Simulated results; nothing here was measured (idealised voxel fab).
process module | voxel air gaps
cross-section cut | 280 nm wide | cells 5 nm
A cross-section is a grid of square cells, given in bands from the top down. A band is one or more rows of cells.
Each band's line starts with the height of the band's top and of its bottom, in nm. Then come its materials from left to right, each with its width in nm. One material with "throughout" fills the band from edge to edge. "air" is empty space.
Height 0 is the level under which the wafer as received is all one material. The lowest band goes on downwards, as in "0 down".
A width such as "30 to 40" changes by the same amount from each row of cells to the next, from the band's top row to its bottom row.
"no change" after a step means that no cell of the cross-section changed.
closed voids: empty space of 8 cells or more with no open way to the top, each as width x height at its distance from the left edge, in nm
after a step's settings: what the simulator itself notes on the step
overlay nm, on a step with a mask: how far to the right of its planned place the mask lay; to the left if negative
plan
1 op RECEIVE | material Si
2 op CONFORMAL_DEP | material SiO2 | thk nm 10
3 op CONFORMAL_DEP | material SiN | thk nm 5
4 op DIRECTIONAL_DEP | material lowk | thk nm 40
5 op PATTERN | tone open | mask id LINES | material resist | width nm 15 | pitch nm 45 | thk nm 15 | overlay nm 0
6 op DIRECTIONAL_ETCH | etch materials lowk | depth nm 40
7 op STRIP | etch materials resist
8 op CONFORMAL_DEP | material TiN | thk nm 5
9 op FILL_DEP | material Ru | thk nm 10
10 op CMP | height nm 55
11 op EPI | material Ru | thk nm 10
12 op SELECTIVE_ETCH | etch materials lowk | depth nm 50
13 op CONFORMAL_DEP | material SiCN | thk nm 5
varied across the wafers: width nm of step 5. The plan shows the first wafer's value. All wafers start alike
first wafer as received, after step 1
  0 down: Si throughout
  closed voids: none
each wafer at the end: cells of each material gained (+) or lost (-) since it was received, then its closed voids
width nm 15 | +84 Ru | +168 SiCN | +56 SiN | +112 SiO2 | +68 TiN | closed voids: 20 x 30 at 85; 20 x 30 at 130; 20 x 30 at 175
width nm 20 | +120 Ru | +156 SiCN | +56 SiN | +112 SiO2 | +72 TiN | closed voids: 15 x 30 at 85; 15 x 30 at 130; 15 x 30 at 175
width nm 25 | +156 Ru | +84 SiCN | +56 SiN | +112 SiO2 | +76 TiN | +96 lowk | closed voids: none
width nm 30 | +186 Ru | +84 SiCN | +56 SiN | +112 SiO2 | +80 TiN | +72 lowk | closed voids: none
